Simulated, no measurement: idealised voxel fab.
Proc. module: voxel self aligned contacts
Section shown: cut. Width: 205 nm. Cell size: 5 nm, square.
Reading order for cross-sections: top band down to bottom band. Underlying form: a grid of square cells. Band size: one or more rows of cells.
Look at the band entry: it leads with the top's height and the bottom's height in nm. Then it lists the materials left to right, with a width in nm for each. The word "throughout" on a single material says that material fills the band edge to edge. The word "blank" is empty space.
A quick word on heights: they are counted from 0, and under that level the wafer as it came to us is one material throughout. The lowest band is different from the rest in having no bottom; it simply continues downward, written as in "0 and below".
When a width is written as two numbers, as in "30..40", the first number is the width in the top row of cells of the band and the second is the width in its bottom row, and the width changes by the same amount from each row to the next.
Where a step carries "nothing altered", the cross-section came out of it unchanged, cell for cell.
If an empty space has no open way to the top and is at least 8 cells in size, "Enclosed internal cavities" lists it, written width x height at distance, where distance is measured from the left edge and every value is in nm.
It should be noted that, on the line of a given step, the content following the step's settings is a remark produced by the simulator itself with respect to that step.
"overlay nm" on a masked step: distance the mask lay right of its planned place, negative for left.

INTENDED PROCESS STEPS
- 1: RECEIVE (material Si)
- 2: OXIDIZE (depth nm 5)
- 3: DIRECTIONAL_DEP (material polySi; thk nm 20)
- 4: DIRECTIONAL_DEP (material SiN; thk nm 25)
- 5: MASKED_ETCH (tone cover; mask id GATE; width nm 30; pitch nm 65; etch materials SiN; depth nm 25; overlay nm 0)
- 6: MASKED_ETCH (tone cover; mask id GATE; width nm 30; pitch nm 65; etch materials polySi; depth nm 20; overlay nm 0)
- 7: CONFORMAL_DEP (material SiN; thk nm 10)
- 8: DIRECTIONAL_ETCH (etch materials SiN; depth nm 10)
- 9: FILL_DEP (material SiO2; thk nm 20)
- 10: CMP (height nm 55)
- 11: DIRECTIONAL_DEP (material aC; thk nm 15)
- 12: PATTERN (tone open; mask id CONTACT; material resist; width nm 45; thk nm 30; overlay nm 0)
- 13: DIRECTIONAL_ETCH (etch materials aC; depth nm 15)
- 14: STRIP (etch materials resist)
- 15: DIRECTIONAL_ETCH (etch materials SiO2; depth nm 60)
- 16: STRIP (etch materials aC)
- 17: CONFORMAL_DEP (material TiN; thk nm 5)
- 18: FILL_DEP (material Ru; thk nm 5)
- 19: CMP (height nm 55)
- 20: CONFORMAL_DEP (material SiCN; thk nm 5)

FIRST OF TWO WAFERS, PROCESSED ACCORDING TO PLAN

WAFER AT RECEIPT (POST STEP 1), CROSS-SECTION
	0 and below: Si throughout
	Enclosed internal cavities: none

THE WAFER, SEEN IN CROSS-SECTION, AFTER STEP 2
	0 down to -5: SiO2 throughout
	Lower than -5, everything is as it was.

THE WAFER, SEEN IN CROSS-SECTION, AFTER STEP 3
	20 down to 0: polySi throughout
	Lower than 0, everything is as it was.

THE WAFER, SEEN IN CROSS-SECTION, AFTER STEP 4
	45 down to 20: SiN throughout
	Lower than 20, everything is as it was.

THE WAFER, SEEN IN CROSS-SECTION, AFTER STEP 5
	45 down to 20: blank: 55, then SiN: 30, then blank: 35, then SiN: 30, then blank: 55
	Lower than 20, everything is as it was.

THE WAFER, SEEN IN CROSS-SECTION, AFTER STEP 6
	45 down to 20: blank: 55, then SiN: 30, then blank: 35, then SiN: 30, then blank: 55
	20 down to 0: blank: 55, then polySi: 30, then blank: 35, then polySi: 30, then blank: 55
	Lower than 0, everything is as it was.

THE WAFER, SEEN IN CROSS-SECTION, AFTER STEP 7
	55 down to 20: blank: 45, then SiN: 50, then blank: 15, then SiN: 50, then blank: 45
	20 down to 10: blank: 45, then SiN: 10, then polySi: 30, then SiN: 10, then blank: 15, then SiN: 10, then polySi: 30, then SiN: 10, then blank: 45
	10 down to 0: SiN: 55, then polySi: 30, then SiN: 35, then polySi: 30, then SiN: 55
	Lower than 0, everything is as it was.

THE WAFER, SEEN IN CROSS-SECTION, AFTER STEP 8
	45 down to 20: blank: 45, then SiN: 50, then blank: 15, then SiN: 50, then blank: 45
	20 down to 0: blank: 45, then SiN: 10, then polySi: 30, then SiN: 10, then blank: 15, then SiN: 10, then polySi: 30, then SiN: 10, then blank: 45
	Lower than 0, everything is as it was.

THE WAFER, SEEN IN CROSS-SECTION, AFTER STEP 9
	65 down to 45: SiO2 throughout
	45 down to 20: SiO2: 45, then SiN: 50, then SiO2: 15, then SiN: 50, then SiO2: 45
	20 down to 0: SiO2: 45, then SiN: 10, then polySi: 30, then SiN: 10, then SiO2: 15, then SiN: 10, then polySi: 30, then SiN: 10, then SiO2: 45
	Lower than 0, everything is as it was.

THE WAFER, SEEN IN CROSS-SECTION, AFTER STEP 10
	55 down to 45: SiO2 throughout
	Lower than 45, everything is as it was.

THE WAFER, SEEN IN CROSS-SECTION, AFTER STEP 11
	70 down to 55: aC throughout
	Lower than 55, everything is as it was.

THE WAFER, SEEN IN CROSS-SECTION, AFTER STEP 12
	100 down to 70: resist: 80, then blank: 45, then resist: 80
	Lower than 70, everything is as it was.

THE WAFER, SEEN IN CROSS-SECTION, AFTER STEP 13
	85 down to 70: resist: 80, then blank: 45, then resist: 80
	70 down to 55: aC: 80, then blank: 45, then aC: 80
	Lower than 55, everything is as it was.

THE WAFER, SEEN IN CROSS-SECTION, AFTER STEP 14
	70 down to 55: aC: 80, then blank: 45, then aC: 80
	Lower than 55, everything is as it was.

THE WAFER, SEEN IN CROSS-SECTION, AFTER STEP 15
	70 down to 55: aC: 80, then blank: 45, then aC: 80
	55 down to 45: SiO2: 80, then blank: 45, then SiO2: 80
	45 down to 20: SiO2: 45, then SiN: 50, then blank: 15, then SiN: 50, then SiO2: 45
	20 down to 0: SiO2: 45, then SiN: 10, then polySi: 30, then SiN: 10, then blank: 15, then SiN: 10, then polySi: 30, then SiN: 10, then SiO2: 45
	0 down to -5: SiO2: 95, then blank: 15, then SiO2: 95
	Lower than -5, everything is as it was.

THE WAFER, SEEN IN CROSS-SECTION, AFTER STEP 16
	55 down to 45: SiO2: 80, then blank: 45, then SiO2: 80
	Lower than 45, everything is as it was.

THE WAFER, SEEN IN CROSS-SECTION, AFTER STEP 17
	60 down to 55: TiN: 85, then blank: 35, then TiN: 85
	55 down to 45: SiO2: 80, then TiN: 5..20, then blank: 35..5, then TiN: 5..20, then SiO2: 80
	45 down to 20: SiO2: 45, then SiN: 50, then TiN: 5, then blank: 5, then TiN: 5, then SiN: 50, then SiO2: 45
	20 down to 0: SiO2: 45, then SiN: 10, then polySi: 30, then SiN: 10, then TiN: 5, then blank: 5, then TiN: 5, then SiN: 10, then polySi: 30, then SiN: 10, then SiO2: 45
	0 down to -5: SiO2: 95, then TiN: 15, then SiO2: 95
	Lower than -5, everything is as it was.

THE WAFER, SEEN IN CROSS-SECTION, AFTER STEP 18
	65 down to 60: Ru throughout
	60 down to 55: TiN: 85, then Ru: 35, then TiN: 85
	55 down to 45: SiO2: 80, then TiN: 5..20, then Ru: 35..5, then TiN: 5..20, then SiO2: 80
	45 down to 20: SiO2: 45, then SiN: 50, then TiN: 5, then Ru: 5, then TiN: 5, then SiN: 50, then SiO2: 45
	20 down to 0: SiO2: 45, then SiN: 10, then polySi: 30, then SiN: 10, then TiN: 5, then Ru: 5, then TiN: 5, then SiN: 10, then polySi: 30, then SiN: 10, then SiO2: 45
	Lower than 0, everything is as it was.

THE WAFER, SEEN IN CROSS-SECTION, AFTER STEP 19
	55 down to 45: SiO2: 80, then TiN: 5..20, then Ru: 35..5, then TiN: 5..20, then SiO2: 80
	Lower than 45, everything is as it was.

THE WAFER, SEEN IN CROSS-SECTION, AFTER STEP 20
	60 down to 55: SiCN throughout
	Lower than 55, everything is as it was.

SECOND OF TWO: SAME START, SAME PLAN, ONE RUN ERROR; STEPS UP TO AND INCLUDING 5 MATCH THE FIRST

THE SECOND WAFER CUT THROUGH, AT THE TIME STEP 6 WAS SUPPOSED TO BE FINISHED
	45 down to 20: blank: 55, then SiN: 30, then blank: 35, then SiN: 30, then blank: 55
	20 down to 5: blank: 55, then polySi: 30, then blank: 35, then polySi: 30, then blank: 55
	Lower than 5, everything is as it was.

THE SECOND WAFER CUT THROUGH, AT THE TIME STEP 7 WAS SUPPOSED TO BE FINISHED
	55 down to 20: blank: 45, then SiN: 50, then blank: 15, then SiN: 50, then blank: 45
	20 down to 15: blank: 45, then SiN: 10, then polySi: 30, then SiN: 10, then blank: 15, then SiN: 10, then polySi: 30, then SiN: 10, then blank: 45
	15 down to 5: SiN: 55, then polySi: 30, then SiN: 35, then polySi: 30, then SiN: 55
	Lower than 5, everything is as it was.

THE SECOND WAFER CUT THROUGH, AT THE TIME STEP 8 WAS SUPPOSED TO BE FINISHED
	45 down to 20: blank: 45, then SiN: 50, then blank: 15, then SiN: 50, then blank: 45
	20 down to 5: blank: 45, then SiN: 10, then polySi: 30, then SiN: 10, then blank: 15, then SiN: 10, then polySi: 30, then SiN: 10, then blank: 45
	Lower than 5, everything is as it was.

THE SECOND WAFER CUT THROUGH, AT THE TIME STEP 9 WAS SUPPOSED TO BE FINISHED
	65 down to 45: SiO2 throughout
	45 down to 20: SiO2: 45, then SiN: 50, then SiO2: 15, then SiN: 50, then SiO2: 45
	20 down to 5: SiO2: 45, then SiN: 10, then polySi: 30, then SiN: 10, then SiO2: 15, then SiN: 10, then polySi: 30, then SiN: 10, then SiO2: 45
	Lower than 5, everything is as it was.

THE SECOND WAFER CUT THROUGH, AT THE TIME STEP 10 WAS SUPPOSED TO BE FINISHED
	55 down to 45: SiO2 throughout
	Lower than 45, everything is as it was.

THE SECOND WAFER CUT THROUGH, AT THE TIME STEP 11 WAS SUPPOSED TO BE FINISHED
	70 down to 55: aC throughout
	Lower than 55, everything is as it was.

THE SECOND WAFER CUT THROUGH, AT THE TIME STEP 12 WAS SUPPOSED TO BE FINISHED
	100 down to 70: resist: 80, then blank: 45, then resist: 80
	Lower than 70, everything is as it was.

THE SECOND WAFER CUT THROUGH, AT THE TIME STEP 13 WAS SUPPOSED TO BE FINISHED
	85 down to 70: resist: 80, then blank: 45, then resist: 80
	70 down to 55: aC: 80, then blank: 45, then aC: 80
	Lower than 55, everything is as it was.

THE SECOND WAFER CUT THROUGH, AT THE TIME STEP 14 WAS SUPPOSED TO BE FINISHED
	70 down to 55: aC: 80, then blank: 45, then aC: 80
	Lower than 55, everything is as it was.

THE SECOND WAFER CUT THROUGH, AT THE TIME STEP 15 WAS SUPPOSED TO BE FINISHED
	70 down to 55: aC: 80, then blank: 45, then aC: 80
	55 down to 45: SiO2: 80, then blank: 45, then SiO2: 80
	45 down to 20: SiO2: 45, then SiN: 50, then blank: 15, then SiN: 50, then SiO2: 45
	20 down to 5: SiO2: 45, then SiN: 10, then polySi: 30, then SiN: 10, then blank: 15, then SiN: 10, then polySi: 30, then SiN: 10, then SiO2: 45
	Lower than 5, everything is as it was.

THE SECOND WAFER CUT THROUGH, AT THE TIME STEP 16 WAS SUPPOSED TO BE FINISHED
	55 down to 45: SiO2: 80, then blank: 45, then SiO2: 80
	Lower than 45, everything is as it was.

THE SECOND WAFER CUT THROUGH, AT THE TIME STEP 17 WAS SUPPOSED TO BE FINISHED
	60 down to 55: TiN: 85, then blank: 35, then TiN: 85
	55 down to 45: SiO2: 80, then TiN: 5..20, then blank: 35..5, then TiN: 5..20, then SiO2: 80
	45 down to 20: SiO2: 45, then SiN: 50, then TiN: 5, then blank: 5, then TiN: 5, then SiN: 50, then SiO2: 45
	20 down to 10: SiO2: 45, then SiN: 10, then polySi: 30, then SiN: 10, then TiN: 5, then blank: 5, then TiN: 5, then SiN: 10, then polySi: 30, then SiN: 10, then SiO2: 45
	10 down to 5: SiO2: 45, then SiN: 10, then polySi: 30, then SiN: 10, then TiN: 15, then SiN: 10, then polySi: 30, then SiN: 10, then SiO2: 45
	Lower than 5, everything is as it was.

THE SECOND WAFER CUT THROUGH, AT THE TIME STEP 18 WAS SUPPOSED TO BE FINISHED
	65 down to 60: Ru throughout
	60 down to 55: TiN: 85, then Ru: 35, then TiN: 85
	55 down to 45: SiO2: 80, then TiN: 5..20, then Ru: 35..5, then TiN: 5..20, then SiO2: 80
	45 down to 20: SiO2: 45, then SiN: 50, then TiN: 5, then Ru: 5, then TiN: 5, then SiN: 50, then SiO2: 45
	20 down to 10: SiO2: 45, then SiN: 10, then polySi: 30, then SiN: 10, then TiN: 5, then Ru: 5, then TiN: 5, then SiN: 10, then polySi: 30, then SiN: 10, then SiO2: 45
	Lower than 10, everything is as it was.

THE SECOND WAFER CUT THROUGH, AT THE TIME STEP 19 WAS SUPPOSED TO BE FINISHED
	55 down to 45: SiO2: 80, then TiN: 5..20, then Ru: 35..5, then TiN: 5..20, then SiO2: 80
	Lower than 45, everything is as it was.

THE SECOND WAFER CUT THROUGH, AT THE TIME STEP 20 WAS SUPPOSED TO BE FINISHED
	60 down to 55: SiCN throughout
	Lower than 55, everything is as it was.
Against the plan, the run slipped here: step 6 ran as: MASKED_ETCH (tone cover; mask id GATE; width nm 30; pitch nm 65; etch materials polySi; depth nm 15; overlay nm 0)
FYI, end of process, the second wafer has more or fewer cells of some materials than the first: Ru: 2 fewer | SiN: 8 fewer | SiO2: 15 fewer | TiN: 4 fewer | polySi: 29 more
